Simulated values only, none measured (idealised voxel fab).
Proc. module: voxel capacitor over wiring
Pictured: cross-section cut, 235 nm wide, on a grid of 5 nm square cells.
How to read a cross-section here: the picture is a grid of square cells, written as bands going from the top down, and any band can span one or more rows of cells. In this notation a band is specified by the heights of its top and bottom, in that order and in nm, after which its materials appear from left to right, each paired with its width in nm. The word "full width" attached to a single material means that material fills the band from edge to edge; the word "blank" stands for empty space. Heights are expressed relative to 0, this being the level below which the as-received wafer comprises one material exclusively. The lowest band is unbounded in the downward direction and is denoted as in "z 0 and below". A two-number width, for instance "30 to 40", indicates that the width is equal to the first number in the top row of the band and to the second number in the bottom row, and that it changes by a constant amount per row of cells. Step marked "nothing got changed"? Then no cell in the cross-section changed in it. "closed voids" specifies each empty space that is not open to the top and that occupies no fewer than 8 cells, using the form width x height at distance, the distance measured from the left edge and all three quantities in nm. Formally, on a step line, whatever follows the settings is a remark that the simulator itself makes on the step. overlay nm: for a step with a mask, the amount by which the mask lay right of where it was planned; a negative amount means left of it.
The following list gives the planned process steps:
1,op RECEIVE | material Si
2,op CONFORMAL_DEP | material SiO2 | thk nm 10
3,op CONFORMAL_DEP | material SiCN | thk nm 5
4,op DIRECTIONAL_DEP | material lowk | thk nm 15
5,op MASKED_ETCH | tone open | mask id METAL_1 | width nm 25 | pitch nm 90 | etch materials lowk | depth nm 15 | overlay nm 0
6,op MASKED_ETCH | tone open | mask id METAL_1 | width nm 25 | pitch nm 90 | etch materials SiCN | depth nm 5 | overlay nm 0
7,op CONFORMAL_DEP | material TiN | thk nm 5
8,op FILL_DEP | material Ru | thk nm 5
9,op CMP | height nm 30
10,op CONFORMAL_DEP | material SiCN | thk nm 5
11,op DIRECTIONAL_DEP | material SiO2 | thk nm 10
12,op DIRECTIONAL_DEP | material aC | thk nm 10
13,op PATTERN | tone open | mask id PLUG_1 | material resist | width nm 15 | thk nm 25 | overlay nm 0
14,op DIRECTIONAL_ETCH | etch materials aC | depth nm 10
15,op STRIP | etch materials resist
16,op DIRECTIONAL_ETCH | etch materials SiO2 | depth nm 10
17,op DIRECTIONAL_ETCH | etch materials SiCN | depth nm 5
18,op STRIP | etch materials aC
19,op EPI | material Ru | thk nm 10
20,op EPI | material Ru | thk nm 5
21,op DIRECTIONAL_DEP | material TiN | thk nm 10
22,op DIRECTIONAL_DEP | material Al2O3 | thk nm 5
23,op DIRECTIONAL_DEP | material TiN | thk nm 5
24,op MASKED_ETCH | tone cover | mask id UPPER_PLATE | width nm 70 | etch materials TiN | depth nm 5 | overlay nm 0
25,op MASKED_ETCH | tone cover | mask id UPPER_PLATE | width nm 70 | etch materials Al2O3 | depth nm 5 | overlay nm 0
26,op MASKED_ETCH | tone cover | mask id LOWER_PLATE | width nm 80 | etch materials TiN | depth nm 10 | overlay nm 0
27,op FILL_DEP | material SiO2 | thk nm 20
28,op CMP | height nm 80
29,op MASKED_ETCH | tone open | mask id PLUG_2 | width nm 15 | etch materials SiO2 | depth nm 15 | overlay nm 0
30,op CONFORMAL_DEP | material TiN | thk nm 5
31,op FILL_DEP | material W | thk nm 10
32,op CMP | height nm 80
33,op CONFORMAL_DEP | material SiN | thk nm 5
First wafer, two in total, run as planned:
Cross-section of the wafer as it came to us, i.e., already through step 1:
z 0 and below = Si full width
closed voids: none
Upon completion of step 2, the wafer appears in cross-section as shown:
z 10 to 0 = SiO2 full width
No changes below 0.
Upon completion of step 3, the wafer appears in cross-section as shown:
z 15 to 10 = SiCN full width
No changes below 10.
Upon completion of step 4, the wafer appears in cross-section as shown:
z 30 to 15 = lowk full width
No changes below 15.
Upon completion of step 5, the wafer appears in cross-section as shown:
z 30 to 15 = lowk=60, then blank=25, then lowk=65, then blank=25, then lowk=60
No changes below 15.
Upon completion of step 6, the wafer appears in cross-section as shown:
z 30 to 15 = lowk=60, then blank=25, then lowk=65, then blank=25, then lowk=60
z 15 to 10 = SiCN=60, then blank=25, then SiCN=65, then blank=25, then SiCN=60
No changes below 10.
Upon completion of step 7, the wafer appears in cross-section as shown:
z 35 to 30 = TiN=65, then blank=15, then TiN=75, then blank=15, then TiN=65
z 30 to 15 = lowk=60, then TiN=5, then blank=15, then TiN=5, then lowk=65, then TiN=5, then blank=15, then TiN=5, then lowk=60
z 15 to 10 = SiCN=60, then TiN=25, then SiCN=65, then TiN=25, then SiCN=60
No changes below 10.
Upon completion of step 8, the wafer appears in cross-section as shown:
z 40 to 35 = Ru full width
z 35 to 30 = TiN=65, then Ru=15, then TiN=75, then Ru=15, then TiN=65
z 30 to 15 = lowk=60, then TiN=5, then Ru=15, then TiN=5, then lowk=65, then TiN=5, then Ru=15, then TiN=5, then lowk=60
No changes below 15.
Upon completion of step 9, the wafer appears in cross-section as shown:
z 30 to 15 = lowk=60, then TiN=5, then Ru=15, then TiN=5, then lowk=65, then TiN=5, then Ru=15, then TiN=5, then lowk=60
No changes below 15.
Upon completion of step 10, the wafer appears in cross-section as shown:
z 35 to 30 = SiCN full width
No changes below 30.
Upon completion of step 11, the wafer appears in cross-section as shown:
z 45 to 35 = SiO2 full width
No changes below 35.
Upon completion of step 12, the wafer appears in cross-section as shown:
z 55 to 45 = aC full width
No changes below 45.
Upon completion of step 13, the wafer appears in cross-section as shown:
z 80 to 55 = resist=70, then blank=15, then resist=150
No changes below 55.
Upon completion of step 14, the wafer appears in cross-section as shown:
z 70 to 55 = resist=70, then blank=15, then resist=150
z 55 to 45 = aC=70, then blank=15, then aC=150
No changes below 45.
Upon completion of step 15, the wafer appears in cross-section as shown:
z 55 to 45 = aC=70, then blank=15, then aC=150
No changes below 45.
Upon completion of step 16, the wafer appears in cross-section as shown:
z 55 to 45 = aC=70, then blank=15, then aC=150
z 45 to 35 = SiO2=70, then blank=15, then SiO2=150
No changes below 35.
Upon completion of step 17, the wafer appears in cross-section as shown:
z 55 to 45 = aC=70, then blank=15, then aC=150
z 45 to 35 = SiO2=70, then blank=15, then SiO2=150
z 35 to 30 = SiCN=70, then blank=15, then SiCN=150
No changes below 30.
Upon completion of step 18, the wafer appears in cross-section as shown:
z 45 to 35 = SiO2=70, then blank=15, then SiO2=150
No changes below 35.
Upon completion of step 19, the wafer appears in cross-section as shown:
z 45 to 40 = SiO2=70, then blank=15, then SiO2=150
z 40 to 35 = SiO2=70, then Ru=15, then SiO2=150
z 35 to 30 = SiCN=70, then Ru=15, then SiCN=150
No changes below 30.
Upon completion of step 20, the wafer appears in cross-section as shown:
z 45 to 35 = SiO2=70, then Ru=15, then SiO2=150
No changes below 35.
Upon completion of step 21, the wafer appears in cross-section as shown:
z 55 to 45 = TiN full width
No changes below 45.
Upon completion of step 22, the wafer appears in cross-section as shown:
z 60 to 55 = Al2O3 full width
No changes below 55.
Upon completion of step 23, the wafer appears in cross-section as shown:
z 65 to 60 = TiN full width
No changes below 60.
Upon completion of step 24, the wafer appears in cross-section as shown:
z 65 to 60 = blank=70, then TiN=70, then blank=95
No changes below 60.
Upon completion of step 25, the wafer appears in cross-section as shown:
z 65 to 60 = blank=70, then TiN=70, then blank=95
z 60 to 55 = blank=70, then Al2O3=70, then blank=95
No changes below 55.
Upon completion of step 26, the wafer appears in cross-section as shown:
z 65 to 60 = blank=70, then TiN=70, then blank=95
z 60 to 55 = blank=70, then Al2O3=70, then blank=95
z 55 to 45 = blank=65, then TiN=80, then blank=90
No changes below 45.
Upon completion of step 27, the wafer appears in cross-section as shown:
z 85 to 65 = SiO2 full width
z 65 to 60 = SiO2=70, then TiN=70, then SiO2=95
z 60 to 55 = SiO2=70, then Al2O3=70, then SiO2=95
z 55 to 45 = SiO2=65, then TiN=80, then SiO2=90
No changes below 45.
Upon completion of step 28, the wafer appears in cross-section as shown:
z 80 to 65 = SiO2 full width
No changes below 65.
Upon completion of step 29, the wafer appears in cross-section as shown:
z 80 to 65 = SiO2=80, then blank=15, then SiO2=140
No changes below 65.
Upon completion of step 30, the wafer appears in cross-section as shown:
z 85 to 80 = TiN=85, then blank=5, then TiN=145
z 80 to 70 = SiO2=80, then TiN=5, then blank=5, then TiN=5, then SiO2=140
z 70 to 60 = SiO2=80 to 70, then TiN=15 to 70, then SiO2=140 to 95
No changes below 60.
Upon completion of step 31, the wafer appears in cross-section as shown:
z 95 to 85 = W full width
z 85 to 80 = TiN=85, then W=5, then TiN=145
z 80 to 70 = SiO2=80, then TiN=5, then W=5, then TiN=5, then SiO2=140
No changes below 70.
Upon completion of step 32, the wafer appears in cross-section as shown:
z 80 to 70 = SiO2=80, then TiN=5, then W=5, then TiN=5, then SiO2=140
No changes below 70.
Upon completion of step 33, the wafer appears in cross-section as shown:
z 85 to 80 = SiN full width
No changes below 80.
The Second Wafer: Common Origin and Plan, One Mistake in Execution, Identical to the First Through Step 20:
Second wafer profile in section, at the moment step 21 of the plan was meant to be complete:
z 55 to 45 = Ru full width
No changes below 45.
Second wafer profile in section, at the moment step 22 of the plan was meant to be complete:
z 60 to 55 = Al2O3 full width
No changes below 55.
Second wafer profile in section, at the moment step 23 of the plan was meant to be complete:
z 65 to 60 = TiN full width
No changes below 60.
Second wafer profile in section, at the moment step 24 of the plan was meant to be complete:
z 65 to 60 = blank=70, then TiN=70, then blank=95
No changes below 60.
Second wafer profile in section, at the moment step 25 of the plan was meant to be complete:
z 65 to 60 = blank=70, then TiN=70, then blank=95
z 60 to 55 = blank=70, then Al2O3=70, then blank=95
No changes below 55.
Second wafer profile in section, at the moment step 26 of the plan was meant to be complete: nothing got changed
Second wafer profile in section, at the moment step 27 of the plan was meant to be complete:
z 85 to 65 = SiO2 full width
z 65 to 60 = SiO2=70, then TiN=70, then SiO2=95
z 60 to 55 = SiO2=70, then Al2O3=70, then SiO2=95
No changes below 55.
Second wafer profile in section, at the moment step 28 of the plan was meant to be complete:
z 80 to 65 = SiO2 full width
No changes below 65.
Second wafer profile in section, at the moment step 29 of the plan was meant to be complete:
z 80 to 65 = SiO2=80, then blank=15, then SiO2=140
No changes below 65.
Second wafer profile in section, at the moment step 30 of the plan was meant to be complete:
z 85 to 80 = TiN=85, then blank=5, then TiN=145
z 80 to 70 = SiO2=80, then TiN=5, then blank=5, then TiN=5, then SiO2=140
z 70 to 60 = SiO2=80 to 70, then TiN=15 to 70, then SiO2=140 to 95
No changes below 60.
Second wafer profile in section, at the moment step 31 of the plan was meant to be complete:
z 95 to 85 = W full width
z 85 to 80 = TiN=85, then W=5, then TiN=145
z 80 to 70 = SiO2=80, then TiN=5, then W=5, then TiN=5, then SiO2=140
No changes below 70.
Second wafer profile in section, at the moment step 32 of the plan was meant to be complete:
z 80 to 70 = SiO2=80, then TiN=5, then W=5, then TiN=5, then SiO2=140
No changes below 70.
Second wafer profile in section, at the moment step 33 of the plan was meant to be complete:
z 85 to 80 = SiN full width
No changes below 80.
Against the plan, the run slipped here: step 21 deviated from plan and actually ran as op DIRECTIONAL_DEP | material Ru | thk nm 10
End check, counted in cells, second wafer has more or fewer of these materials than the first: 94 more of Ru, 62 fewer of SiO2, 32 fewer of TiN
